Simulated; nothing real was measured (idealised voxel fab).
Proc. module: voxel spacer lines
205 nm wide, 5 nm square cells: that's cross-section cut.
For the purposes of this document, a cross-section shall be understood as a grid of square cells, specified as bands listed in top-to-bottom order, each band consisting of one or more rows of cells.
Heads up on the band format: heights come first, top then bottom, in nm. After that it's the materials left to right, each with its width in nm. A single material flagged "all across" fills the whole band edge to edge, and "blank" means there's empty space there.
Basically, 0 is our baseline, since under it the wafer straight out of the box is all one material. The bottom band has no lower end and keeps on going down, so it looks like "0..down".
The expression "30 to 40" gives the width at the extremes of the band, the first number at its top row of cells and the second at its bottom row, with the width changing by equal amounts from each row to the next in between.
Any step labelled "nothing different" changed none of the cells in the cross-section.
For the entry "Tabulated closed voids", the listed items are empty spaces with no open way to the top whose size is 8 cells or more; each item follows the pattern width x height at distance, where distance is from the left edge and all three are in nm.
Where a step's line continues beyond its settings, the continuation is a remark by the simulator itself on that step.
On any step carrying a mask, the "overlay nm" setting, if present on the step's line, tells how far right of its planned place the mask lay; negative values point to the left.

PLANNED STEP LIST FOR THE PROCESS
- 1: RECEIVE, material Si
- 2: CONFORMAL_DEP, material Al2O3, thk nm 10
- 3: DIRECTIONAL_DEP, material SiN, thk nm 20
- 4: DIRECTIONAL_DEP, material polySi, thk nm 20
- 5: PATTERN, tone cover, mask id MANDREL, material resist, width nm 20, pitch nm 70, thk nm 30, overlay nm 0
- 6: DIRECTIONAL_ETCH, etch materials polySi, depth nm 20
- 7: STRIP, etch materials resist
- 8: CONFORMAL_DEP, material SiO2, thk nm 15
- 9: DIRECTIONAL_ETCH, etch materials SiO2, depth nm 15
- 10: STRIP, etch materials polySi
- 11: DIRECTIONAL_ETCH, etch materials SiN, depth nm 20
- 12: STRIP, etch materials SiO2

ON THE FIRST OF THE TWO WAFERS: RUN CONDUCTED ACCORDING TO PLAN

CROSS-SECTION OF THE WAFER AS IT CAME TO US, I.E., ALREADY THROUGH STEP 1
    0..down: Si all across
    Tabulated closed voids: none

AFTER STEP 2
    10..0: Al2O3 all across
    Rest of section, below 0: as before.

AFTER STEP 3
    30..10: SiN all across
    Rest of section, below 10: as before.

AFTER STEP 4
    50..30: polySi all across
    Rest of section, below 30: as before.

AFTER STEP 5
    80..50: blank=20, resist=20, blank=50, resist=20, blank=50, resist=20, blank=25
    Rest of section, below 50: as before.

AFTER STEP 6
    80..50: blank=20, resist=20, blank=50, resist=20, blank=50, resist=20, blank=25
    50..30: blank=20, polySi=20, blank=50, polySi=20, blank=50, polySi=20, blank=25
    Rest of section, below 30: as before.

AFTER STEP 7
    50..30: blank=20, polySi=20, blank=50, polySi=20, blank=50, polySi=20, blank=25
    Rest of section, below 30: as before.

AFTER STEP 8
    65..50: blank=5, SiO2=50, blank=20, SiO2=50, blank=20, SiO2=50, blank=10
    50..45: blank=5, SiO2=15, polySi=20, SiO2=15, blank=20, SiO2=15, polySi=20, SiO2=15, blank=20, SiO2=15, polySi=20, SiO2=15, blank=10
    45..30: SiO2=20, polySi=20, SiO2=50, polySi=20, SiO2=50, polySi=20, SiO2=25
    Rest of section, below 30: as before.

AFTER STEP 9
    50..30: blank=5, SiO2=15, polySi=20, SiO2=15, blank=20, SiO2=15, polySi=20, SiO2=15, blank=20, SiO2=15, polySi=20, SiO2=15, blank=10
    Rest of section, below 30: as before.

AFTER STEP 10
    50..30: blank=5, SiO2=15, blank=20, SiO2=15, blank=20, SiO2=15, blank=20, SiO2=15, blank=20, SiO2=15, blank=20, SiO2=15, blank=10
    Rest of section, below 30: as before.

AFTER STEP 11
    50..30: blank=5, SiO2=15, blank=20, SiO2=15, blank=20, SiO2=15, blank=20, SiO2=15, blank=20, SiO2=15, blank=20, SiO2=15, blank=10
    30..10: blank=5, SiN=15, blank=20, SiN=15, blank=20, SiN=15, blank=20, SiN=15, blank=20, SiN=15, blank=20, SiN=15, blank=10
    Rest of section, below 10: as before.

AFTER STEP 12
    30..10: blank=5, SiN=15, blank=20, SiN=15, blank=20, SiN=15, blank=20, SiN=15, blank=20, SiN=15, blank=20, SiN=15, blank=10
    Rest of section, below 10: as before.

REGARDING THE SECOND OF THE TWO WAFERS: IT SHARED THE FIRST WAFER'S STARTING CONDITION AND PROCESS PLAN, YET ONE ERROR OCCURRED DURING ITS EXECUTION. ITS HISTORY COINCIDES WITH THAT OF THE FIRST WAFER UP TO AND INCLUDING STEP 7

LOOK AT THE SECOND WAFER IN CROSS-SECTION AT THE TIME STEP 8 OUGHT TO HAVE FINISHED
    55..50: blank=15, SiO2=30, blank=40, SiO2=30, blank=40, SiO2=30, blank=20
    50..35: blank=15, SiO2=5, polySi=20, SiO2=5, blank=40, SiO2=5, polySi=20, SiO2=5, blank=40, SiO2=5, polySi=20, SiO2=5, blank=20
    35..30: SiO2=20, polySi=20, SiO2=50, polySi=20, SiO2=50, polySi=20, SiO2=25
    Rest of section, below 30: as before.

LOOK AT THE SECOND WAFER IN CROSS-SECTION AT THE TIME STEP 9 OUGHT TO HAVE FINISHED
    50..40: blank=20, polySi=20, blank=50, polySi=20, blank=50, polySi=20, blank=25
    40..30: blank=15, SiO2=5, polySi=20, SiO2=5, blank=40, SiO2=5, polySi=20, SiO2=5, blank=40, SiO2=5, polySi=20, SiO2=5, blank=20
    Rest of section, below 30: as before.

LOOK AT THE SECOND WAFER IN CROSS-SECTION AT THE TIME STEP 10 OUGHT TO HAVE FINISHED
    40..30: blank=15, SiO2=5, blank=20, SiO2=5, blank=40, SiO2=5, blank=20, SiO2=5, blank=40, SiO2=5, blank=20, SiO2=5, blank=20
    Rest of section, below 30: as before.

LOOK AT THE SECOND WAFER IN CROSS-SECTION AT THE TIME STEP 11 OUGHT TO HAVE FINISHED
    40..30: blank=15, SiO2=5, blank=20, SiO2=5, blank=40, SiO2=5, blank=20, SiO2=5, blank=40, SiO2=5, blank=20, SiO2=5, blank=20
    30..10: blank=15, SiN=5, blank=20, SiN=5, blank=40, SiN=5, blank=20, SiN=5, blank=40, SiN=5, blank=20, SiN=5, blank=20
    Rest of section, below 10: as before.

LOOK AT THE SECOND WAFER IN CROSS-SECTION AT THE TIME STEP 12 OUGHT TO HAVE FINISHED
    30..10: blank=15, SiN=5, blank=20, SiN=5, blank=40, SiN=5, blank=20, SiN=5, blank=40, SiN=5, blank=20, SiN=5, blank=20
    Rest of section, below 10: as before.
Deviation from plan: off-plan run, step 8, actual operation and settings CONFORMAL_DEP, material SiO2, thk nm 5
Cell-count delta at end, second wafer over first, by material: SiN -48
